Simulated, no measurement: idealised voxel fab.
Name of the process module below: voxel quadruple lines
Pictured: cross-section cut, 260 nm wide, on a grid of 5 nm square cells.
This document writes a cross-section as a grid whose cells are square, and gives it as bands, listed from the top down; one or more rows of cells form a band.
Top height, bottom height, nm. Materials left to right, width each, nm. Single material + "everywhere" = fills band edge to edge. "empty" = empty.
Convention: height 0 is the level below which the wafer, as received, is all one material. The lowest band does not terminate at the bottom but continues downward, represented as "0 nm and below".
A two-number width, for instance "30 to 40", indicates that the width is equal to the first number in the top row of the band and to the second number in the bottom row, and that it changes by a constant amount per row of cells.
Any step labelled "left unchanged" changed none of the cells in the cross-section.
"Entrapped voids" means: voids of 8 cells or more that are shut off from the top with no open way through. Written width x height at distance, distance from the left edge, in nm.
Read whatever lies past the settings on a step's line as the simulator's own remark about the step.
overlay nm: how far to the right of its planned place the mask lay on this masked step (negative: to the left).

# Intended process steps
1,RECEIVE [material Si]
2,CONFORMAL_DEP [material SiO2] [thk nm 10]
3,DIRECTIONAL_DEP [material Ru] [thk nm 10]
4,DIRECTIONAL_DEP [material polySi] [thk nm 20]
5,DIRECTIONAL_DEP [material aC] [thk nm 20]
6,PATTERN [tone cover] [mask id MANDREL] [material resist] [width nm 35] [pitch nm 100] [thk nm 30] [overlay nm 0]
7,DIRECTIONAL_ETCH [etch materials aC] [depth nm 20]
8,STRIP [etch materials resist]
9,CONFORMAL_DEP [material SiO2] [thk nm 15]
10,DIRECTIONAL_ETCH [etch materials SiO2] [depth nm 15]
11,STRIP [etch materials aC]
12,DIRECTIONAL_ETCH [etch materials polySi] [depth nm 20]
13,STRIP [etch materials SiO2]
14,CONFORMAL_DEP [material SiCN] [thk nm 10]
15,DIRECTIONAL_ETCH [etch materials SiCN] [depth nm 10]
16,STRIP [etch materials polySi]
17,DIRECTIONAL_ETCH [etch materials Ru] [depth nm 10]
18,STRIP [etch materials SiCN]
19,FILL_DEP [material lowk] [thk nm 5]
20,CMP [height nm 20]

# Wafer as received: cross-section following step 1
0 nm and below | Si everywhere
Entrapped voids: none

# Looking at the first of two wafers in cross-section at end of module - ran to plan
20 nm to 10 nm | lowk (35) | Ru (10) | lowk (15) | Ru (10) | lowk (15) | Ru (10) | lowk (15) | Ru (10) | lowk (15) | Ru (10) | lowk (15) | Ru (10) | lowk (15) | Ru (10) | lowk (15) | Ru (10) | lowk (40)
10 nm to 0 nm | SiO2 everywhere
0 nm and below | Si everywhere
Entrapped voids: none

# Second wafer through the module, sectioned at the end: same beginning and same plan as the first wafer, with one mistake in carrying it out
20 nm to 10 nm | lowk (30) | Ru (10) | lowk (15) | Ru (10) | lowk (15) | Ru (10) | lowk (15) | Ru (10) | lowk (15) | Ru (10) | lowk (15) | Ru (10) | lowk (15) | Ru (10) | lowk (15) | Ru (10) | lowk (45)
10 nm to 0 nm | SiO2 everywhere
0 nm and below | Si everywhere
Entrapped voids: none
Heads up, the wafer didn't run the way we planned it: step 6, actual vs plan mismatch, actual run PATTERN [tone cover] [mask id MANDREL] [material resist] [width nm 35] [pitch nm 100] [thk nm 30] [overlay nm -5]
At the close, every material occupies the same number of cells on the second wafer as on the first, only in different positions.
